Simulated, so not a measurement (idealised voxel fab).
process module | voxel self aligned contacts
cross-section cut | 235 nm wide | cells 5 nm
A cross-section is a grid of square cells, given in bands from the top down. A band is one or more rows of cells.
Each band's line starts with the height of the band's top and of its bottom, in nm. Then come its materials from left to right, each with its width in nm. One material with "throughout" fills the band from edge to edge. "air" is empty space.
Height 0 is the level under which the wafer as received is all one material. The lowest band goes on downwards, as in "0 down".
A width such as "30 to 40" changes by the same amount from each row of cells to the next, from the band's top row to its bottom row.
"no change" after a step means that no cell of the cross-section changed.
closed voids: empty space of 8 cells or more with no open way to the top, each as width x height at its distance from the left edge, in nm
after a step's settings: what the simulator itself notes on the step
overlay nm, on a step with a mask: how far to the right of its planned place the mask lay; to the left if negative
plan
1 op RECEIVE | material Si
2 op OXIDIZE | depth nm 5
3 op DIRECTIONAL_DEP | material polySi | thk nm 20
4 op DIRECTIONAL_DEP | material SiN | thk nm 15
5 op DIRECTIONAL_DEP | material aC | thk nm 15
6 op PATTERN | tone cover | mask id GATE | material resist | width nm 35 | pitch nm 60 | thk nm 30 | overlay nm 0
7 op DIRECTIONAL_ETCH | etch materials aC | depth nm 15
8 op STRIP | etch materials resist
9 op DIRECTIONAL_ETCH | etch materials SiN | depth nm 15
10 op DIRECTIONAL_ETCH | etch materials polySi | depth nm 20
11 op STRIP | etch materials aC
12 op CONFORMAL_DEP | material SiN | thk nm 5
13 op DIRECTIONAL_ETCH | etch materials SiN | depth nm 5
14 op FILL_DEP | material SiO2 | thk nm 10
15 op CMP | height nm 40
16 op DIRECTIONAL_DEP | material aC | thk nm 10
17 op PATTERN | tone open | mask id CONTACT | material resist | width nm 35 | thk nm 30 | overlay nm 0
18 op DIRECTIONAL_ETCH | etch materials aC | depth nm 10
19 op STRIP | etch materials resist
20 op DIRECTIONAL_ETCH | etch materials SiO2 | depth nm 45
21 op STRIP | etch materials aC
22 op CONFORMAL_DEP | material TiN | thk nm 5
23 op FILL_DEP | material Ru | thk nm 10
24 op CMP | height nm 40
25 op CONFORMAL_DEP | material SiN | thk nm 5
first wafer, as planned
as received, after step 1
  0 down: Si throughout
  closed voids: none
after step 2
  0 to -5: SiO2 throughout
  below -5: unchanged
after step 3
  20 to 0: polySi throughout
  below 0: unchanged
after step 4
  35 to 20: SiN throughout
  below 20: unchanged
after step 5
  50 to 35: aC throughout
  below 35: unchanged
after step 6
  80 to 50: air 70 | resist 35 | air 25 | resist 35 | air 70
  below 50: unchanged
after step 7
  65 to 50: air 70 | resist 35 | air 25 | resist 35 | air 70
  50 to 35: air 70 | aC 35 | air 25 | aC 35 | air 70
  below 35: unchanged
after step 8
  50 to 35: air 70 | aC 35 | air 25 | aC 35 | air 70
  below 35: unchanged
after step 9
  50 to 35: air 70 | aC 35 | air 25 | aC 35 | air 70
  35 to 20: air 70 | SiN 35 | air 25 | SiN 35 | air 70
  below 20: unchanged
after step 10
  50 to 35: air 70 | aC 35 | air 25 | aC 35 | air 70
  35 to 20: air 70 | SiN 35 | air 25 | SiN 35 | air 70
  20 to 0: air 70 | polySi 35 | air 25 | polySi 35 | air 70
  below 0: unchanged
after step 11
  35 to 20: air 70 | SiN 35 | air 25 | SiN 35 | air 70
  below 20: unchanged
after step 12
  40 to 20: air 65 | SiN 45 | air 15 | SiN 45 | air 65
  20 to 5: air 65 | SiN 5 | polySi 35 | SiN 5 | air 15 | SiN 5 | polySi 35 | SiN 5 | air 65
  5 to 0: SiN 70 | polySi 35 | SiN 25 | polySi 35 | SiN 70
  below 0: unchanged
after step 13
  35 to 20: air 65 | SiN 45 | air 15 | SiN 45 | air 65
  20 to 0: air 65 | SiN 5 | polySi 35 | SiN 5 | air 15 | SiN 5 | polySi 35 | SiN 5 | air 65
  below 0: unchanged
after step 14
  45 to 35: SiO2 throughout
  35 to 20: SiO2 65 | SiN 45 | SiO2 15 | SiN 45 | SiO2 65
  20 to 0: SiO2 65 | SiN 5 | polySi 35 | SiN 5 | SiO2 15 | SiN 5 | polySi 35 | SiN 5 | SiO2 65
  below 0: unchanged
after step 15
  40 to 35: SiO2 throughout
  below 35: unchanged
after step 16
  50 to 40: aC throughout
  below 40: unchanged
after step 17
  80 to 50: resist 100 | air 35 | resist 100
  below 50: unchanged
after step 18
  70 to 50: resist 100 | air 35 | resist 100
  50 to 40: aC 100 | air 35 | aC 100
  below 40: unchanged
after step 19
  50 to 40: aC 100 | air 35 | aC 100
  below 40: unchanged
after step 20
  50 to 40: aC 100 | air 35 | aC 100
  40 to 35: SiO2 100 | air 35 | SiO2 100
  35 to 20: SiO2 65 | SiN 45 | air 15 | SiN 45 | SiO2 65
  20 to 0: SiO2 65 | SiN 5 | polySi 35 | SiN 5 | air 15 | SiN 5 | polySi 35 | SiN 5 | SiO2 65
  0 to -5: SiO2 110 | air 15 | SiO2 110
  below -5: unchanged
after step 21
  40 to 35: SiO2 100 | air 35 | SiO2 100
  below 35: unchanged
after step 22
  45 to 40: TiN 105 | air 25 | TiN 105
  40 to 35: SiO2 100 | TiN 15 | air 5 | TiN 15 | SiO2 100
  35 to 20: SiO2 65 | SiN 45 | TiN 5 | air 5 | TiN 5 | SiN 45 | SiO2 65
  20 to 0: SiO2 65 | SiN 5 | polySi 35 | SiN 5 | TiN 5 | air 5 | TiN 5 | SiN 5 | polySi 35 | SiN 5 | SiO2 65
  0 to -5: SiO2 110 | TiN 15 | SiO2 110
  below -5: unchanged
after step 23
  55 to 45: Ru throughout
  45 to 40: TiN 105 | Ru 25 | TiN 105
  40 to 35: SiO2 100 | TiN 15 | Ru 5 | TiN 15 | SiO2 100
  35 to 20: SiO2 65 | SiN 45 | TiN 5 | Ru 5 | TiN 5 | SiN 45 | SiO2 65
  20 to 0: SiO2 65 | SiN 5 | polySi 35 | SiN 5 | TiN 5 | Ru 5 | TiN 5 | SiN 5 | polySi 35 | SiN 5 | SiO2 65
  below 0: unchanged
after step 24
  40 to 35: SiO2 100 | TiN 15 | Ru 5 | TiN 15 | SiO2 100
  below 35: unchanged
after step 25
  45 to 40: SiN throughout
  below 40: unchanged
second wafer: like start, like plan, one mistake. Through step 5 it matches the first wafer
when step 6 should have ended
  80 to 50: air 75 | resist 25 | air 35 | resist 25 | air 75
  below 50: unchanged
when step 7 should have ended
  65 to 50: air 75 | resist 25 | air 35 | resist 25 | air 75
  50 to 35: air 75 | aC 25 | air 35 | aC 25 | air 75
  below 35: unchanged
when step 8 should have ended
  50 to 35: air 75 | aC 25 | air 35 | aC 25 | air 75
  below 35: unchanged
when step 9 should have ended
  50 to 35: air 75 | aC 25 | air 35 | aC 25 | air 75
  35 to 20: air 75 | SiN 25 | air 35 | SiN 25 | air 75
  below 20: unchanged
when step 10 should have ended
  50 to 35: air 75 | aC 25 | air 35 | aC 25 | air 75
  35 to 20: air 75 | SiN 25 | air 35 | SiN 25 | air 75
  20 to 0: air 75 | polySi 25 | air 35 | polySi 25 | air 75
  below 0: unchanged
when step 11 should have ended
  35 to 20: air 75 | SiN 25 | air 35 | SiN 25 | air 75
  below 20: unchanged
when step 12 should have ended
  40 to 20: air 70 | SiN 35 | air 25 | SiN 35 | air 70
  20 to 5: air 70 | SiN 5 | polySi 25 | SiN 5 | air 25 | SiN 5 | polySi 25 | SiN 5 | air 70
  5 to 0: SiN 75 | polySi 25 | SiN 35 | polySi 25 | SiN 75
  below 0: unchanged
when step 13 should have ended
  35 to 20: air 70 | SiN 35 | air 25 | SiN 35 | air 70
  20 to 0: air 70 | SiN 5 | polySi 25 | SiN 5 | air 25 | SiN 5 | polySi 25 | SiN 5 | air 70
  below 0: unchanged
when step 14 should have ended
  45 to 35: SiO2 throughout
  35 to 20: SiO2 70 | SiN 35 | SiO2 25 | SiN 35 | SiO2 70
  20 to 0: SiO2 70 | SiN 5 | polySi 25 | SiN 5 | SiO2 25 | SiN 5 | polySi 25 | SiN 5 | SiO2 70
  below 0: unchanged
when step 15 should have ended
  40 to 35: SiO2 throughout
  below 35: unchanged
when step 16 should have ended
  50 to 40: aC throughout
  below 40: unchanged
when step 17 should have ended
  80 to 50: resist 100 | air 35 | resist 100
  below 50: unchanged
when step 18 should have ended
  70 to 50: resist 100 | air 35 | resist 100
  50 to 40: aC 100 | air 35 | aC 100
  below 40: unchanged
when step 19 should have ended
  50 to 40: aC 100 | air 35 | aC 100
  below 40: unchanged
when step 20 should have ended
  50 to 40: aC 100 | air 35 | aC 100
  40 to 35: SiO2 100 | air 35 | SiO2 100
  35 to 20: SiO2 70 | SiN 35 | air 25 | SiN 35 | SiO2 70
  20 to 0: SiO2 70 | SiN 5 | polySi 25 | SiN 5 | air 25 | SiN 5 | polySi 25 | SiN 5 | SiO2 70
  0 to -5: SiO2 105 | air 25 | SiO2 105
  below -5: unchanged
when step 21 should have ended
  40 to 35: SiO2 100 | air 35 | SiO2 100
  below 35: unchanged
when step 22 should have ended
  45 to 40: TiN 105 | air 25 | TiN 105
  40 to 35: SiO2 100 | TiN 10 | air 15 | TiN 10 | SiO2 100
  35 to 20: SiO2 70 | SiN 35 | TiN 5 | air 15 | TiN 5 | SiN 35 | SiO2 70
  20 to 0: SiO2 70 | SiN 5 | polySi 25 | SiN 5 | TiN 5 | air 15 | TiN 5 | SiN 5 | polySi 25 | SiN 5 | SiO2 70
  0 to -5: SiO2 105 | TiN 25 | SiO2 105
  below -5: unchanged
when step 23 should have ended
  55 to 45: Ru throughout
  45 to 40: TiN 105 | Ru 25 | TiN 105
  40 to 35: SiO2 100 | TiN 10 | Ru 15 | TiN 10 | SiO2 100
  35 to 20: SiO2 70 | SiN 35 | TiN 5 | Ru 15 | TiN 5 | SiN 35 | SiO2 70
  20 to 0: SiO2 70 | SiN 5 | polySi 25 | SiN 5 | TiN 5 | Ru 15 | TiN 5 | SiN 5 | polySi 25 | SiN 5 | SiO2 70
  below 0: unchanged
when step 24 should have ended
  40 to 35: SiO2 100 | TiN 10 | Ru 15 | TiN 10 | SiO2 100
  below 35: unchanged
when step 25 should have ended
  45 to 40: SiN throughout
  below 40: unchanged
what went wrong: step 6 ran as: op PATTERN | tone cover | mask id GATE | material resist | width nm 25 | pitch nm 60 | thk nm 30 | overlay nm 0
at the end the second wafer has, in cells: 16 more of Ru | 12 fewer of SiN | 12 more of SiO2 | 16 fewer of polySi
